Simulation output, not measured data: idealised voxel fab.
process module | voxel transistor to metal
cross-section cut | 170 nm wide | cells 5 nm
A cross-section is a grid of square cells, given in bands from the top down. A band is one or more rows of cells.
Each band's line starts with the height of the band's top and of its bottom, in nm. Then come its materials from left to right, each with its width in nm. One material with "throughout" fills the band from edge to edge. "air" is empty space.
Height 0 is the level under which the wafer as received is all one material. The lowest band goes on downwards, as in "0 down".
A width such as "30 to 40" changes by the same amount from each row of cells to the next, from the band's top row to its bottom row.
"no change" after a step means that no cell of the cross-section changed.
closed voids: empty space of 8 cells or more with no open way to the top, each as width x height at its distance from the left edge, in nm
after a step's settings: what the simulator itself notes on the step
overlay nm, on a step with a mask: how far to the right of its planned place the mask lay; to the left if negative
plan
1 op RECEIVE | material Si
2 op OXIDIZE | depth nm 5
3 op CONFORMAL_DEP | material SiN | thk nm 10
4 op DIRECTIONAL_DEP | material aC | thk nm 10
5 op PATTERN | tone cover | mask id ACTIVE | material resist | width nm 105 | thk nm 25 | overlay nm 0
6 op DIRECTIONAL_ETCH | etch materials aC | depth nm 10
7 op STRIP | etch materials resist
8 op DIRECTIONAL_ETCH | etch materials SiN | depth nm 10
9 op DIRECTIONAL_ETCH | etch materials SiO2 | depth nm 5
10 op DIRECTIONAL_ETCH | etch materials Si | depth nm 30
11 op STRIP | etch materials aC
12 op FILL_DEP | material SiO2 | thk nm 10
13 op CMP | height nm 10
14 op SELECTIVE_ETCH | etch materials SiO2 | depth nm 10
15 op STRIP | etch materials SiN
16 op SELECTIVE_ETCH | etch materials SiO2 | depth nm 5
17 op OXIDIZE | depth nm 5
18 op DIRECTIONAL_DEP | material polySi | thk nm 30
19 op DIRECTIONAL_DEP | material SiCN | thk nm 15
20 op DIRECTIONAL_DEP | material aC | thk nm 10
21 op PATTERN | tone cover | mask id GATE | material resist | width nm 25 | thk nm 25 | overlay nm 0
22 op DIRECTIONAL_ETCH | etch materials aC | depth nm 10
23 op STRIP | etch materials resist
24 op DIRECTIONAL_ETCH | etch materials SiCN | depth nm 25
25 op DIRECTIONAL_ETCH | etch materials polySi | depth nm 40
26 op STRIP | etch materials aC
27 op CONFORMAL_DEP | material SiN | thk nm 10
28 op DIRECTIONAL_ETCH | etch materials SiN | depth nm 10
29 op DIRECTIONAL_ETCH | etch materials SiO2 | depth nm 5
30 op DIRECTIONAL_ETCH | etch materials Si | depth nm 5
31 op EPI | material nSi | thk nm 5
32 op FILL_DEP | material SiO2 | thk nm 5
33 op CMP | height nm 25
34 op STRIP | etch materials polySi
35 op SELECTIVE_ETCH | etch materials SiO2 | depth nm 5
36 op CONFORMAL_DEP | material HfO2 | thk nm 5
37 op CONFORMAL_DEP | material TiN | thk nm 5
38 op FILL_DEP | material W | thk nm 5
39 op CMP | height nm 20
40 op DIRECTIONAL_DEP | material SiO2 | thk nm 10
41 op MASKED_ETCH | tone open | mask id CONTACT | width nm 20 | pitch nm 75 | etch materials SiO2 | depth nm 40 | overlay nm 0
42 op CONFORMAL_DEP | material TiN | thk nm 5
43 op FILL_DEP | material Ru | thk nm 10
44 op CMP | height nm 30
45 op CONFORMAL_DEP | material SiCN | thk nm 5
46 op DIRECTIONAL_DEP | material SiO2 | thk nm 25
47 op DIRECTIONAL_DEP | material aC | thk nm 10
48 op PATTERN | tone open | mask id METAL_1 | material resist | width nm 20 | pitch nm 75 | thk nm 30 | overlay nm 0
49 op DIRECTIONAL_ETCH | etch materials aC | depth nm 10
50 op STRIP | etch materials resist
51 op DIRECTIONAL_ETCH | etch materials SiO2 | depth nm 25
52 op DIRECTIONAL_ETCH | etch materials SiCN | depth nm 5
53 op STRIP | etch materials aC
54 op CONFORMAL_DEP | material TiN | thk nm 5
55 op FILL_DEP | material Cu | thk nm 5
56 op CMP | height nm 60
57 op CONFORMAL_DEP | material SiN | thk nm 5
first wafer, as planned
as received, after step 1
  0 down: Si throughout
  closed voids: none
after step 2
  0 to -5: SiO2 throughout
  below -5: unchanged
after step 3
  10 to 0: SiN throughout
  below 0: unchanged
after step 4
  20 to 10: aC throughout
  below 10: unchanged
after step 5
  45 to 20: air 30 | resist 105 | air 35
  below 20: unchanged
after step 6
  35 to 20: air 30 | resist 105 | air 35
  20 to 10: air 30 | aC 105 | air 35
  below 10: unchanged
after step 7
  20 to 10: air 30 | aC 105 | air 35
  below 10: unchanged
after step 8
  20 to 10: air 30 | aC 105 | air 35
  10 to 0: air 30 | SiN 105 | air 35
  below 0: unchanged
after step 9
  20 to 10: air 30 | aC 105 | air 35
  10 to 0: air 30 | SiN 105 | air 35
  0 to -5: air 30 | SiO2 105 | air 35
  below -5: unchanged
after step 10
  20 to 10: air 30 | aC 105 | air 35
  10 to 0: air 30 | SiN 105 | air 35
  0 to -5: air 30 | SiO2 105 | air 35
  -5 to -35: air 30 | Si 105 | air 35
  below -35: unchanged
after step 11
  10 to 0: air 30 | SiN 105 | air 35
  below 0: unchanged
after step 12
  20 to 10: SiO2 throughout
  10 to 0: SiO2 30 | SiN 105 | SiO2 35
  0 to -5: SiO2 throughout
  -5 to -35: SiO2 30 | Si 105 | SiO2 35
  below -35: unchanged
after step 13
  10 to 0: SiO2 30 | SiN 105 | SiO2 35
  below 0: unchanged
after step 14
  10 to 0: air 30 | SiN 105 | air 35
  below 0: unchanged
after step 15
  0 to -5: SiO2 throughout
  below -5: unchanged
after step 16
  -5 to -35: SiO2 30 | Si 105 | SiO2 35
  below -35: unchanged
after step 17
  -5 to -10: SiO2 throughout
  below -10: unchanged
after step 18
  25 to -5: polySi throughout
  below -5: unchanged
after step 19
  40 to 25: SiCN throughout
  below 25: unchanged
after step 20
  50 to 40: aC throughout
  below 40: unchanged
after step 21
  75 to 50: air 70 | resist 25 | air 75
  below 50: unchanged
after step 22
  65 to 50: air 70 | resist 25 | air 75
  50 to 40: air 70 | aC 25 | air 75
  below 40: unchanged
after step 23
  50 to 40: air 70 | aC 25 | air 75
  below 40: unchanged
after step 24
  50 to 40: air 70 | aC 25 | air 75
  40 to 25: air 70 | SiCN 25 | air 75
  below 25: unchanged
after step 25
  50 to 40: air 70 | aC 25 | air 75
  40 to 25: air 70 | SiCN 25 | air 75
  25 to -5: air 70 | polySi 25 | air 75
  below -5: unchanged
after step 26
  40 to 25: air 70 | SiCN 25 | air 75
  below 25: unchanged
after step 27
  50 to 40: air 60 | SiN 45 | air 65
  40 to 25: air 60 | SiN 10 | SiCN 25 | SiN 10 | air 65
  25 to 5: air 60 | SiN 10 | polySi 25 | SiN 10 | air 65
  5 to -5: SiN 70 | polySi 25 | SiN 75
  below -5: unchanged
after step 28
  40 to 25: air 60 | SiN 10 | SiCN 25 | SiN 10 | air 65
  25 to -5: air 60 | SiN 10 | polySi 25 | SiN 10 | air 65
  below -5: unchanged
after step 29
  40 to 25: air 60 | SiN 10 | SiCN 25 | SiN 10 | air 65
  25 to -5: air 60 | SiN 10 | polySi 25 | SiN 10 | air 65
  -5 to -10: air 60 | SiO2 45 | air 65
  below -10: unchanged
after step 30
  40 to 25: air 60 | SiN 10 | SiCN 25 | SiN 10 | air 65
  25 to -5: air 60 | SiN 10 | polySi 25 | SiN 10 | air 65
  -5 to -10: air 60 | SiO2 45 | air 65
  -10 to -15: SiO2 30 | air 30 | Si 45 | air 30 | SiO2 35
  below -15: unchanged
after step 31
  40 to 25: air 60 | SiN 10 | SiCN 25 | SiN 10 | air 65
  25 to -5: air 60 | SiN 10 | polySi 25 | SiN 10 | air 65
  -5 to -10: air 55 | nSi 5 | SiO2 45 | nSi 5 | air 60
  -10 to -15: SiO2 30 | nSi 30 | Si 45 | nSi 30 | SiO2 35
  below -15: unchanged
after step 32
  45 to 40: SiO2 throughout
  40 to 25: SiO2 60 | SiN 10 | SiCN 25 | SiN 10 | SiO2 65
  25 to -5: SiO2 60 | SiN 10 | polySi 25 | SiN 10 | SiO2 65
  -5 to -10: SiO2 55 | nSi 5 | SiO2 45 | nSi 5 | SiO2 60
  below -10: unchanged
after step 33
  25 to -5: SiO2 60 | SiN 10 | polySi 25 | SiN 10 | SiO2 65
  below -5: unchanged
after step 34
  25 to -5: SiO2 60 | SiN 10 | air 25 | SiN 10 | SiO2 65
  below -5: unchanged
after step 35
  25 to 20: air 60 | SiN 10 | air 25 | SiN 10 | air 65
  20 to -5: SiO2 60 | SiN 10 | air 25 | SiN 10 | SiO2 65
  -5 to -10: SiO2 55 | nSi 5 | SiO2 5 | air 35 | SiO2 5 | nSi 5 | SiO2 60
  below -10: unchanged
after step 36
  30 to 25: air 55 | HfO2 20 | air 15 | HfO2 20 | air 60
  25 to 20: HfO2 60 | SiN 10 | HfO2 5 | air 15 | HfO2 5 | SiN 10 | HfO2 65
  20 to -5: SiO2 60 | SiN 10 | HfO2 5 | air 15 | HfO2 5 | SiN 10 | SiO2 65
  -5 to -10: SiO2 55 | nSi 5 | SiO2 5 | HfO2 35 | SiO2 5 | nSi 5 | SiO2 60
  below -10: unchanged
after step 37
  35 to 30: air 50 | TiN 30 | air 5 | TiN 30 | air 55
  30 to 25: TiN 55 | HfO2 20 | TiN 5 | air 5 | TiN 5 | HfO2 20 | TiN 60
  25 to 20: HfO2 60 | SiN 10 | HfO2 5 | TiN 5 | air 5 | TiN 5 | HfO2 5 | SiN 10 | HfO2 65
  20 to 0: SiO2 60 | SiN 10 | HfO2 5 | TiN 5 | air 5 | TiN 5 | HfO2 5 | SiN 10 | SiO2 65
  0 to -5: SiO2 60 | SiN 10 | HfO2 5 | TiN 15 | HfO2 5 | SiN 10 | SiO2 65
  below -5: unchanged
after step 38
  40 to 35: W throughout
  35 to 30: W 50 | TiN 30 | W 5 | TiN 30 | W 55
  30 to 25: TiN 55 | HfO2 20 | TiN 5 | W 5 | TiN 5 | HfO2 20 | TiN 60
  25 to 20: HfO2 60 | SiN 10 | HfO2 5 | TiN 5 | W 5 | TiN 5 | HfO2 5 | SiN 10 | HfO2 65
  20 to 0: SiO2 60 | SiN 10 | HfO2 5 | TiN 5 | W 5 | TiN 5 | HfO2 5 | SiN 10 | SiO2 65
  below 0: unchanged
after step 39
  20 to 0: SiO2 60 | SiN 10 | HfO2 5 | TiN 5 | W 5 | TiN 5 | HfO2 5 | SiN 10 | SiO2 65
  below 0: unchanged
after step 40
  30 to 20: SiO2 throughout
  below 20: unchanged
after step 41
  30 to 20: SiO2 35 | air 20 | SiO2 55 | air 20 | SiO2 40
  20 to 0: SiO2 35 | air 20 | SiO2 5 | SiN 10 | HfO2 5 | TiN 5 | W 5 | TiN 5 | HfO2 5 | SiN 10 | SiO2 5 | air 20 | SiO2 40
  0 to -5: SiO2 35 | air 20 | SiO2 5 | SiN 10 | HfO2 5 | TiN 15 | HfO2 5 | SiN 10 | SiO2 5 | air 20 | SiO2 40
  -5 to -10: SiO2 35 | air 20 | nSi 5 | SiO2 5 | HfO2 35 | SiO2 5 | nSi 5 | air 20 | SiO2 40
  below -10: unchanged
after step 42
  35 to 30: TiN 40 | air 10 | TiN 65 | air 10 | TiN 45
  30 to 20: SiO2 35 | TiN 5 | air 10 | TiN 5 | SiO2 55 | TiN 5 | air 10 | TiN 5 | SiO2 40
  20 to 0: SiO2 35 | TiN 5 | air 10 | TiN 5 | SiO2 5 | SiN 10 | HfO2 5 | TiN 5 | W 5 | TiN 5 | HfO2 5 | SiN 10 | SiO2 5 | TiN 5 | air 10 | TiN 5 | SiO2 40
  0 to -5: SiO2 35 | TiN 5 | air 10 | TiN 5 | SiO2 5 | SiN 10 | HfO2 5 | TiN 15 | HfO2 5 | SiN 10 | SiO2 5 | TiN 5 | air 10 | TiN 5 | SiO2 40
  -5 to -10: SiO2 35 | TiN 20 | nSi 5 | SiO2 5 | HfO2 35 | SiO2 5 | nSi 5 | TiN 20 | SiO2 40
  below -10: unchanged
after step 43
  45 to 35: Ru throughout
  35 to 30: TiN 40 | Ru 10 | TiN 65 | Ru 10 | TiN 45
  30 to 20: SiO2 35 | TiN 5 | Ru 10 | TiN 5 | SiO2 55 | TiN 5 | Ru 10 | TiN 5 | SiO2 40
  20 to 0: SiO2 35 | TiN 5 | Ru 10 | TiN 5 | SiO2 5 | SiN 10 | HfO2 5 | TiN 5 | W 5 | TiN 5 | HfO2 5 | SiN 10 | SiO2 5 | TiN 5 | Ru 10 | TiN 5 | SiO2 40
  0 to -5: SiO2 35 | TiN 5 | Ru 10 | TiN 5 | SiO2 5 | SiN 10 | HfO2 5 | TiN 15 | HfO2 5 | SiN 10 | SiO2 5 | TiN 5 | Ru 10 | TiN 5 | SiO2 40
  below -5: unchanged
after step 44
  30 to 20: SiO2 35 | TiN 5 | Ru 10 | TiN 5 | SiO2 55 | TiN 5 | Ru 10 | TiN 5 | SiO2 40
  below 20: unchanged
after step 45
  35 to 30: SiCN throughout
  below 30: unchanged
after step 46
  60 to 35: SiO2 throughout
  below 35: unchanged
after step 47
  70 to 60: aC throughout
  below 60: unchanged
after step 48
  100 to 70: resist 35 | air 20 | resist 55 | air 20 | resist 40
  below 70: unchanged
after step 49
  90 to 70: resist 35 | air 20 | resist 55 | air 20 | resist 40
  70 to 60: aC 35 | air 20 | aC 55 | air 20 | aC 40
  below 60: unchanged
after step 50
  70 to 60: aC 35 | air 20 | aC 55 | air 20 | aC 40
  below 60: unchanged
after step 51
  70 to 60: aC 35 | air 20 | aC 55 | air 20 | aC 40
  60 to 35: SiO2 35 | air 20 | SiO2 55 | air 20 | SiO2 40
  below 35: unchanged
after step 52
  70 to 60: aC 35 | air 20 | aC 55 | air 20 | aC 40
  60 to 35: SiO2 35 | air 20 | SiO2 55 | air 20 | SiO2 40
  35 to 30: SiCN 35 | air 20 | SiCN 55 | air 20 | SiCN 40
  below 30: unchanged
after step 53
  60 to 35: SiO2 35 | air 20 | SiO2 55 | air 20 | SiO2 40
  below 35: unchanged
after step 54
  65 to 60: TiN 40 | air 10 | TiN 65 | air 10 | TiN 45
  60 to 35: SiO2 35 | TiN 5 | air 10 | TiN 5 | SiO2 55 | TiN 5 | air 10 | TiN 5 | SiO2 40
  35 to 30: SiCN 35 | TiN 20 | SiCN 55 | TiN 20 | SiCN 40
  below 30: unchanged
after step 55
  70 to 65: Cu throughout
  65 to 60: TiN 40 | Cu 10 | TiN 65 | Cu 10 | TiN 45
  60 to 35: SiO2 35 | TiN 5 | Cu 10 | TiN 5 | SiO2 55 | TiN 5 | Cu 10 | TiN 5 | SiO2 40
  below 35: unchanged
after step 56
  60 to 35: SiO2 35 | TiN 5 | Cu 10 | TiN 5 | SiO2 55 | TiN 5 | Cu 10 | TiN 5 | SiO2 40
  below 35: unchanged
after step 57
  65 to 60: SiN throughout
  below 60: unchanged
second wafer: like start, like plan, one mistake. Through step 9 it matches the first wafer
when step 10 should have ended
  20 to 10: air 30 | aC 105 | air 35
  10 to 0: air 30 | SiN 105 | air 35
  0 to -5: air 30 | SiO2 105 | air 35
  -5 to -65: air 30 | Si 105 | air 35
  below -65: unchanged
when step 11 should have ended
  10 to 0: air 30 | SiN 105 | air 35
  below 0: unchanged
when step 12 should have ended
  20 to 10: SiO2 throughout
  10 to 0: SiO2 30 | SiN 105 | SiO2 35
  0 to -5: SiO2 throughout
  -5 to -65: SiO2 30 | Si 105 | SiO2 35
  below -65: unchanged
when step 13 should have ended
  10 to 0: SiO2 30 | SiN 105 | SiO2 35
  below 0: unchanged
when step 14 should have ended
  10 to 0: air 30 | SiN 105 | air 35
  below 0: unchanged
when step 15 should have ended
  0 to -5: SiO2 throughout
  below -5: unchanged
when step 16 should have ended
  -5 to -65: SiO2 30 | Si 105 | SiO2 35
  below -65: unchanged
when step 17 should have ended
  -5 to -10: SiO2 throughout
  below -10: unchanged
when step 18 should have ended
  25 to -5: polySi throughout
  below -5: unchanged
when step 19 should have ended
  40 to 25: SiCN throughout
  below 25: unchanged
when step 20 should have ended
  50 to 40: aC throughout
  below 40: unchanged
when step 21 should have ended
  75 to 50: air 70 | resist 25 | air 75
  below 50: unchanged
when step 22 should have ended
  65 to 50: air 70 | resist 25 | air 75
  50 to 40: air 70 | aC 25 | air 75
  below 40: unchanged
when step 23 should have ended
  50 to 40: air 70 | aC 25 | air 75
  below 40: unchanged
when step 24 should have ended
  50 to 40: air 70 | aC 25 | air 75
  40 to 25: air 70 | SiCN 25 | air 75
  below 25: unchanged
when step 25 should have ended
  50 to 40: air 70 | aC 25 | air 75
  40 to 25: air 70 | SiCN 25 | air 75
  25 to -5: air 70 | polySi 25 | air 75
  below -5: unchanged
when step 26 should have ended
  40 to 25: air 70 | SiCN 25 | air 75
  below 25: unchanged
when step 27 should have ended
  50 to 40: air 60 | SiN 45 | air 65
  40 to 25: air 60 | SiN 10 | SiCN 25 | SiN 10 | air 65
  25 to 5: air 60 | SiN 10 | polySi 25 | SiN 10 | air 65
  5 to -5: SiN 70 | polySi 25 | SiN 75
  below -5: unchanged
when step 28 should have ended
  40 to 25: air 60 | SiN 10 | SiCN 25 | SiN 10 | air 65
  25 to -5: air 60 | SiN 10 | polySi 25 | SiN 10 | air 65
  below -5: unchanged
when step 29 should have ended
  40 to 25: air 60 | SiN 10 | SiCN 25 | SiN 10 | air 65
  25 to -5: air 60 | SiN 10 | polySi 25 | SiN 10 | air 65
  -5 to -10: air 60 | SiO2 45 | air 65
  below -10: unchanged
when step 30 should have ended
  40 to 25: air 60 | SiN 10 | SiCN 25 | SiN 10 | air 65
  25 to -5: air 60 | SiN 10 | polySi 25 | SiN 10 | air 65
  -5 to -10: air 60 | SiO2 45 | air 65
  -10 to -15: SiO2 30 | air 30 | Si 45 | air 30 | SiO2 35
  below -15: unchanged
when step 31 should have ended
  40 to 25: air 60 | SiN 10 | SiCN 25 | SiN 10 | air 65
  25 to -5: air 60 | SiN 10 | polySi 25 | SiN 10 | air 65
  -5 to -10: air 55 | nSi 5 | SiO2 45 | nSi 5 | air 60
  -10 to -15: SiO2 30 | nSi 30 | Si 45 | nSi 30 | SiO2 35
  below -15: unchanged
when step 32 should have ended
  45 to 40: SiO2 throughout
  40 to 25: SiO2 60 | SiN 10 | SiCN 25 | SiN 10 | SiO2 65
  25 to -5: SiO2 60 | SiN 10 | polySi 25 | SiN 10 | SiO2 65
  -5 to -10: SiO2 55 | nSi 5 | SiO2 45 | nSi 5 | SiO2 60
  below -10: unchanged
when step 33 should have ended
  25 to -5: SiO2 60 | SiN 10 | polySi 25 | SiN 10 | SiO2 65
  below -5: unchanged
when step 34 should have ended
  25 to -5: SiO2 60 | SiN 10 | air 25 | SiN 10 | SiO2 65
  below -5: unchanged
when step 35 should have ended
  25 to 20: air 60 | SiN 10 | air 25 | SiN 10 | air 65
  20 to -5: SiO2 60 | SiN 10 | air 25 | SiN 10 | SiO2 65
  -5 to -10: SiO2 55 | nSi 5 | SiO2 5 | air 35 | SiO2 5 | nSi 5 | SiO2 60
  below -10: unchanged
when step 36 should have ended
  30 to 25: air 55 | HfO2 20 | air 15 | HfO2 20 | air 60
  25 to 20: HfO2 60 | SiN 10 | HfO2 5 | air 15 | HfO2 5 | SiN 10 | HfO2 65
  20 to -5: SiO2 60 | SiN 10 | HfO2 5 | air 15 | HfO2 5 | SiN 10 | SiO2 65
  -5 to -10: SiO2 55 | nSi 5 | SiO2 5 | HfO2 35 | SiO2 5 | nSi 5 | SiO2 60
  below -10: unchanged
when step 37 should have ended
  35 to 30: air 50 | TiN 30 | air 5 | TiN 30 | air 55
  30 to 25: TiN 55 | HfO2 20 | TiN 5 | air 5 | TiN 5 | HfO2 20 | TiN 60
  25 to 20: HfO2 60 | SiN 10 | HfO2 5 | TiN 5 | air 5 | TiN 5 | HfO2 5 | SiN 10 | HfO2 65
  20 to 0: SiO2 60 | SiN 10 | HfO2 5 | TiN 5 | air 5 | TiN 5 | HfO2 5 | SiN 10 | SiO2 65
  0 to -5: SiO2 60 | SiN 10 | HfO2 5 | TiN 15 | HfO2 5 | SiN 10 | SiO2 65
  below -5: unchanged
when step 38 should have ended
  40 to 35: W throughout
  35 to 30: W 50 | TiN 30 | W 5 | TiN 30 | W 55
  30 to 25: TiN 55 | HfO2 20 | TiN 5 | W 5 | TiN 5 | HfO2 20 | TiN 60
  25 to 20: HfO2 60 | SiN 10 | HfO2 5 | TiN 5 | W 5 | TiN 5 | HfO2 5 | SiN 10 | HfO2 65
  20 to 0: SiO2 60 | SiN 10 | HfO2 5 | TiN 5 | W 5 | TiN 5 | HfO2 5 | SiN 10 | SiO2 65
  below 0: unchanged
when step 39 should have ended
  20 to 0: SiO2 60 | SiN 10 | HfO2 5 | TiN 5 | W 5 | TiN 5 | HfO2 5 | SiN 10 | SiO2 65
  below 0: unchanged
when step 40 should have ended
  30 to 20: SiO2 throughout
  below 20: unchanged
when step 41 should have ended
  30 to 20: SiO2 35 | air 20 | SiO2 55 | air 20 | SiO2 40
  20 to 0: SiO2 35 | air 20 | SiO2 5 | SiN 10 | HfO2 5 | TiN 5 | W 5 | TiN 5 | HfO2 5 | SiN 10 | SiO2 5 | air 20 | SiO2 40
  0 to -5: SiO2 35 | air 20 | SiO2 5 | SiN 10 | HfO2 5 | TiN 15 | HfO2 5 | SiN 10 | SiO2 5 | air 20 | SiO2 40
  -5 to -10: SiO2 35 | air 20 | nSi 5 | SiO2 5 | HfO2 35 | SiO2 5 | nSi 5 | air 20 | SiO2 40
  below -10: unchanged
when step 42 should have ended
  35 to 30: TiN 40 | air 10 | TiN 65 | air 10 | TiN 45
  30 to 20: SiO2 35 | TiN 5 | air 10 | TiN 5 | SiO2 55 | TiN 5 | air 10 | TiN 5 | SiO2 40
  20 to 0: SiO2 35 | TiN 5 | air 10 | TiN 5 | SiO2 5 | SiN 10 | HfO2 5 | TiN 5 | W 5 | TiN 5 | HfO2 5 | SiN 10 | SiO2 5 | TiN 5 | air 10 | TiN 5 | SiO2 40
  0 to -5: SiO2 35 | TiN 5 | air 10 | TiN 5 | SiO2 5 | SiN 10 | HfO2 5 | TiN 15 | HfO2 5 | SiN 10 | SiO2 5 | TiN 5 | air 10 | TiN 5 | SiO2 40
  -5 to -10: SiO2 35 | TiN 20 | nSi 5 | SiO2 5 | HfO2 35 | SiO2 5 | nSi 5 | TiN 20 | SiO2 40
  below -10: unchanged
when step 43 should have ended
  45 to 35: Ru throughout
  35 to 30: TiN 40 | Ru 10 | TiN 65 | Ru 10 | TiN 45
  30 to 20: SiO2 35 | TiN 5 | Ru 10 | TiN 5 | SiO2 55 | TiN 5 | Ru 10 | TiN 5 | SiO2 40
  20 to 0: SiO2 35 | TiN 5 | Ru 10 | TiN 5 | SiO2 5 | SiN 10 | HfO2 5 | TiN 5 | W 5 | TiN 5 | HfO2 5 | SiN 10 | SiO2 5 | TiN 5 | Ru 10 | TiN 5 | SiO2 40
  0 to -5: SiO2 35 | TiN 5 | Ru 10 | TiN 5 | SiO2 5 | SiN 10 | HfO2 5 | TiN 15 | HfO2 5 | SiN 10 | SiO2 5 | TiN 5 | Ru 10 | TiN 5 | SiO2 40
  below -5: unchanged
when step 44 should have ended
  30 to 20: SiO2 35 | TiN 5 | Ru 10 | TiN 5 | SiO2 55 | TiN 5 | Ru 10 | TiN 5 | SiO2 40
  below 20: unchanged
when step 45 should have ended
  35 to 30: SiCN throughout
  below 30: unchanged
when step 46 should have ended
  60 to 35: SiO2 throughout
  below 35: unchanged
when step 47 should have ended
  70 to 60: aC throughout
  below 60: unchanged
when step 48 should have ended
  100 to 70: resist 35 | air 20 | resist 55 | air 20 | resist 40
  below 70: unchanged
when step 49 should have ended
  90 to 70: resist 35 | air 20 | resist 55 | air 20 | resist 40
  70 to 60: aC 35 | air 20 | aC 55 | air 20 | aC 40
  below 60: unchanged
when step 50 should have ended
  70 to 60: aC 35 | air 20 | aC 55 | air 20 | aC 40
  below 60: unchanged
when step 51 should have ended
  70 to 60: aC 35 | air 20 | aC 55 | air 20 | aC 40
  60 to 35: SiO2 35 | air 20 | SiO2 55 | air 20 | SiO2 40
  below 35: unchanged
when step 52 should have ended
  70 to 60: aC 35 | air 20 | aC 55 | air 20 | aC 40
  60 to 35: SiO2 35 | air 20 | SiO2 55 | air 20 | SiO2 40
  35 to 30: SiCN 35 | air 20 | SiCN 55 | air 20 | SiCN 40
  below 30: unchanged
when step 53 should have ended
  60 to 35: SiO2 35 | air 20 | SiO2 55 | air 20 | SiO2 40
  below 35: unchanged
when step 54 should have ended
  65 to 60: TiN 40 | air 10 | TiN 65 | air 10 | TiN 45
  60 to 35: SiO2 35 | TiN 5 | air 10 | TiN 5 | SiO2 55 | TiN 5 | air 10 | TiN 5 | SiO2 40
  35 to 30: SiCN 35 | TiN 20 | SiCN 55 | TiN 20 | SiCN 40
  below 30: unchanged
when step 55 should have ended
  70 to 65: Cu throughout
  65 to 60: TiN 40 | Cu 10 | TiN 65 | Cu 10 | TiN 45
  60 to 35: SiO2 35 | TiN 5 | Cu 10 | TiN 5 | SiO2 55 | TiN 5 | Cu 10 | TiN 5 | SiO2 40
  below 35: unchanged
when step 56 should have ended
  60 to 35: SiO2 35 | TiN 5 | Cu 10 | TiN 5 | SiO2 55 | TiN 5 | Cu 10 | TiN 5 | SiO2 40
  below 35: unchanged
when step 57 should have ended
  65 to 60: SiN throughout
  below 60: unchanged
what went wrong: step 10 was run twice
at the end the second wafer has, in cells: 78 fewer of Si | 78 more of SiO2
